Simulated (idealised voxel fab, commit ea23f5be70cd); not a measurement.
Name of the process module below: voxel double patterning
Section cut is 270 nm wide and gridded with 5 nm square cells.
In this document a cross-section is written as a grid of square cells. It is given as a series of bands, listed from the top down, and a band is one or more rows of cells. What a band's entry tells you: where the top is and where the bottom is, as heights in nm, and after that what lies inside, material by material from left to right, each with its width in nm. Empty space is written as the word "blank", and a single material marked with the word "throughout" occupies the band from edge to edge. The reference from which all heights are counted is 0, the level beneath which the as-received wafer is entirely one material; the lowest band, having no lower bound, proceeds downward and is written after the example "0 and below". The notation "30->40" denotes a width that varies across the rows of cells in the band, beginning at the first number in the top row, finishing at the second number in the bottom row, and changing by an identical amount from each row to the next. Where a step carries "all unchanged", the cross-section came out of it unchanged, cell for cell. So "Listed closed voids" is basically the list of trapped voids: any empty space of 8 cells or more that can't reach the top through an opening. They're written width x height at distance, the distance being from the left edge, and it's all nm. If you see something after the settings on a step's line, that's the simulator's own remark about that step. Steps that use a mask can have "overlay nm" on their line. It says how far the mask sat to the right of where it was meant to be. Negative means to the left.
### Planned process steps
| 1 | RECEIVE,material Si |
| 2 | CONFORMAL_DEP,material SiN,thk nm 5 |
| 3 | DIRECTIONAL_DEP,material SiO2,thk nm 15 |
| 4 | DIRECTIONAL_DEP,material SiCN,thk nm 5 |
| 5 | PATTERN,tone open,mask id FIRST,material resist,width nm 15,pitch nm 50,thk nm 20,overlay nm 0 |
| 6 | DIRECTIONAL_ETCH,etch materials SiCN,depth nm 5 |
| 7 | STRIP,etch materials resist |
| 8 | PATTERN,tone open,mask id SECOND,material resist,width nm 15,thk nm 20,overlay nm 0 |
| 9 | DIRECTIONAL_ETCH,etch materials SiCN,depth nm 5 |
| 10 | STRIP,etch materials resist |
| 11 | DIRECTIONAL_ETCH,etch materials SiO2,depth nm 15 |
| 12 | STRIP,etch materials SiCN |
### As-received state of the wafer in cross-section, equivalent to post-step 1
> 0 and below | Si throughout
> Listed closed voids: none
### Same starting wafer, same plan as above, one mistake in the execution; this is the cross-section at the end of the module
> 20 down to 15 | 100 of SiO2; 15 of blank; 10 of SiO2; 15 of blank; 10 of SiO2; 15 of blank; 105 of SiO2
> 15 down to 5 | SiO2 throughout
> 5 down to 0 | SiN throughout
> 0 and below | Si throughout
> Listed closed voids: none
Processing error: step 11 ran differently from the plan; actual operation with settings: DIRECTIONAL_ETCH,etch materials SiO2,depth nm 5
